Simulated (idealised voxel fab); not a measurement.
The name of this process module is voxel air gaps.
Cross-section cut: width 175 nm, square cells of 5 nm.
Cross-section layout: square cells on a grid; listed as bands, top to bottom; a band spans one or more cell rows.
Each band's line starts with the height of the band's top and of its bottom, in nm. Then come its materials from left to right, each with its width in nm. One material with "full width" fills the band from edge to edge. "air" is empty space.
Height 0 is the level under which the wafer as received is all one material. The lowest band goes on downwards, as in "0..down".
A width such as "30..40" changes by the same amount from each row of cells to the next, from the band's top row to its bottom row.
Step note "no alteration" = no cross-section cell changed.
Reported under the label "Enclosed void catalog" are the empty spaces having no open way to the top and comprising 8 cells or more; the notation for each is width x height at distance, in which the distance is measured from the left edge and all three values are in nm.
Post-settings text on a step line: simulator's own remark regarding the step.
overlay nm: where the mask lay relative to plan, measured to the right, on steps with a mask; negatives go left.
[The planned process steps are enumerated hereunder]
step 1: RECEIVE, material Si
step 2: CONFORMAL_DEP, material SiO2, thk nm 15
step 3: CONFORMAL_DEP, material SiN, thk nm 5
step 4: DIRECTIONAL_DEP, material SiO2, thk nm 40
step 5: MASKED_ETCH, tone open, mask id LINES, width nm 25, pitch nm 50, etch materials SiO2, depth nm 40, overlay nm 0
step 6: CONFORMAL_DEP, material TiN, thk nm 5
step 7: FILL_DEP, material Cu, thk nm 10
step 8: CMP, height nm 60
step 9: EPI, material Ru, thk nm 10
step 10: SELECTIVE_ETCH, etch materials SiO2, depth nm 50
step 11: CONFORMAL_DEP, material SiCN, thk nm 5
[First wafer, two in total, run as planned]
[This is the cross-section of the wafer as we received it, i.e. after step 1]
  0..down | Si full width
  Enclosed void catalog: none
[The wafer in cross-section once step 2 is complete]
  15..0 | SiO2 full width
  Everything under 0 stays put, no change at all.
[The wafer in cross-section once step 3 is complete]
  20..15 | SiN full width
  Everything under 15 stays put, no change at all.
[The wafer in cross-section once step 4 is complete]
  60..20 | SiO2 full width
  Everything under 20 stays put, no change at all.
[The wafer in cross-section once step 5 is complete]
  60..20 | 25 SiO2, 25 air, 25 SiO2, 25 air, 25 SiO2, 25 air, 25 SiO2
  Everything under 20 stays put, no change at all.
[The wafer in cross-section once step 6 is complete]
  65..60 | 30 TiN, 15 air, 35 TiN, 15 air, 35 TiN, 15 air, 30 TiN
  60..25 | 25 SiO2, 5 TiN, 15 air, 5 TiN, 25 SiO2, 5 TiN, 15 air, 5 TiN, 25 SiO2, 5 TiN, 15 air, 5 TiN, 25 SiO2
  25..20 | 25 SiO2, 25 TiN, 25 SiO2, 25 TiN, 25 SiO2, 25 TiN, 25 SiO2
  Everything under 20 stays put, no change at all.
[The wafer in cross-section once step 7 is complete]
  75..65 | Cu full width
  65..60 | 30 TiN, 15 Cu, 35 TiN, 15 Cu, 35 TiN, 15 Cu, 30 TiN
  60..25 | 25 SiO2, 5 TiN, 15 Cu, 5 TiN, 25 SiO2, 5 TiN, 15 Cu, 5 TiN, 25 SiO2, 5 TiN, 15 Cu, 5 TiN, 25 SiO2
  Everything under 25 stays put, no change at all.
[The wafer in cross-section once step 8 is complete]
  60..25 | 25 SiO2, 5 TiN, 15 Cu, 5 TiN, 25 SiO2, 5 TiN, 15 Cu, 5 TiN, 25 SiO2, 5 TiN, 15 Cu, 5 TiN, 25 SiO2
  Everything under 25 stays put, no change at all.
[The wafer in cross-section once step 9 is complete]
  70..60 | 15 air, 45 Ru, 5 air, 45 Ru, 5 air, 45 Ru, 15 air
  Everything under 60 stays put, no change at all.
[The wafer in cross-section once step 10 is complete]
  70..60 | 15 air, 45 Ru, 5 air, 45 Ru, 5 air, 45 Ru, 15 air
  60..25 | 25 air, 5 TiN, 15 Cu, 5 TiN, 25 air, 5 TiN, 15 Cu, 5 TiN, 25 air, 5 TiN, 15 Cu, 5 TiN, 25 air
  25..20 | 25 air, 25 TiN, 25 air, 25 TiN, 25 air, 25 TiN, 25 air
  Everything under 20 stays put, no change at all.
[The wafer in cross-section once step 11 is complete]
  75..70 | 10 air, 155 SiCN, 10 air
  70..60 | 10 air, 5 SiCN, 45 Ru, 5 SiCN, 45 Ru, 5 SiCN, 45 Ru, 5 SiCN, 10 air
  60..55 | 10 air, 15 SiCN, 5 TiN, 15 Cu, 5 TiN, 25 SiCN, 5 TiN, 15 Cu, 5 TiN, 25 SiCN, 5 TiN, 15 Cu, 5 TiN, 15 SiCN, 10 air
  55..25 | 20 air, 5 SiCN, 5 TiN, 15 Cu, 5 TiN, 5 SiCN, 15 air, 5 SiCN, 5 TiN, 15 Cu, 5 TiN, 5 SiCN, 15 air, 5 SiCN, 5 TiN, 15 Cu, 5 TiN, 5 SiCN, 20 air
  25..20 | 25 SiCN, 25 TiN, 25 SiCN, 25 TiN, 25 SiCN, 25 TiN, 25 SiCN
  Everything under 20 stays put, no change at all.
  Enclosed void catalog: 15 x 30 at 55; 15 x 30 at 105
[Wafer two: like wafer one in start and plan, but with one mistake in execution; identical up to and including step 2]
[Look at the second wafer in cross-section at the time step 3 ought to have finished]
  20..15 | Ru full width
  Everything under 15 stays put, no change at all.
[Look at the second wafer in cross-section at the time step 4 ought to have finished]
  60..20 | SiO2 full width
  Everything under 20 stays put, no change at all.
[Look at the second wafer in cross-section at the time step 5 ought to have finished]
  60..20 | 25 SiO2, 25 air, 25 SiO2, 25 air, 25 SiO2, 25 air, 25 SiO2
  Everything under 20 stays put, no change at all.
[Look at the second wafer in cross-section at the time step 6 ought to have finished]
  65..60 | 30 TiN, 15 air, 35 TiN, 15 air, 35 TiN, 15 air, 30 TiN
  60..25 | 25 SiO2, 5 TiN, 15 air, 5 TiN, 25 SiO2, 5 TiN, 15 air, 5 TiN, 25 SiO2, 5 TiN, 15 air, 5 TiN, 25 SiO2
  25..20 | 25 SiO2, 25 TiN, 25 SiO2, 25 TiN, 25 SiO2, 25 TiN, 25 SiO2
  Everything under 20 stays put, no change at all.
[Look at the second wafer in cross-section at the time step 7 ought to have finished]
  75..65 | Cu full width
  65..60 | 30 TiN, 15 Cu, 35 TiN, 15 Cu, 35 TiN, 15 Cu, 30 TiN
  60..25 | 25 SiO2, 5 TiN, 15 Cu, 5 TiN, 25 SiO2, 5 TiN, 15 Cu, 5 TiN, 25 SiO2, 5 TiN, 15 Cu, 5 TiN, 25 SiO2
  Everything under 25 stays put, no change at all.
[Look at the second wafer in cross-section at the time step 8 ought to have finished]
  60..25 | 25 SiO2, 5 TiN, 15 Cu, 5 TiN, 25 SiO2, 5 TiN, 15 Cu, 5 TiN, 25 SiO2, 5 TiN, 15 Cu, 5 TiN, 25 SiO2
  Everything under 25 stays put, no change at all.
[Look at the second wafer in cross-section at the time step 9 ought to have finished]
  70..60 | 15 air, 45 Ru, 5 air, 45 Ru, 5 air, 45 Ru, 15 air
  Everything under 60 stays put, no change at all.
[Look at the second wafer in cross-section at the time step 10 ought to have finished]
  70..60 | 15 air, 45 Ru, 5 air, 45 Ru, 5 air, 45 Ru, 15 air
  60..25 | 25 air, 5 TiN, 15 Cu, 5 TiN, 25 air, 5 TiN, 15 Cu, 5 TiN, 25 air, 5 TiN, 15 Cu, 5 TiN, 25 air
  25..20 | 25 air, 25 TiN, 25 air, 25 TiN, 25 air, 25 TiN, 25 air
  Everything under 20 stays put, no change at all.
[Look at the second wafer in cross-section at the time step 11 ought to have finished]
  75..70 | 10 air, 155 SiCN, 10 air
  70..60 | 10 air, 5 SiCN, 45 Ru, 5 SiCN, 45 Ru, 5 SiCN, 45 Ru, 5 SiCN, 10 air
  60..55 | 10 air, 15 SiCN, 5 TiN, 15 Cu, 5 TiN, 25 SiCN, 5 TiN, 15 Cu, 5 TiN, 25 SiCN, 5 TiN, 15 Cu, 5 TiN, 15 SiCN, 10 air
  55..25 | 20 air, 5 SiCN, 5 TiN, 15 Cu, 5 TiN, 5 SiCN, 15 air, 5 SiCN, 5 TiN, 15 Cu, 5 TiN, 5 SiCN, 15 air, 5 SiCN, 5 TiN, 15 Cu, 5 TiN, 5 SiCN, 20 air
  25..20 | 25 SiCN, 25 TiN, 25 SiCN, 25 TiN, 25 SiCN, 25 TiN, 25 SiCN
  Everything under 20 stays put, no change at all.
  Enclosed void catalog: 15 x 30 at 55; 15 x 30 at 105
Processing error: the process deviated at step 3: the operation and settings actually run there were CONFORMAL_DEP, material Ru, thk nm 5
The second wafer ends with more or fewer cells of some materials than the first, per final count: +35 Ru; -35 SiN
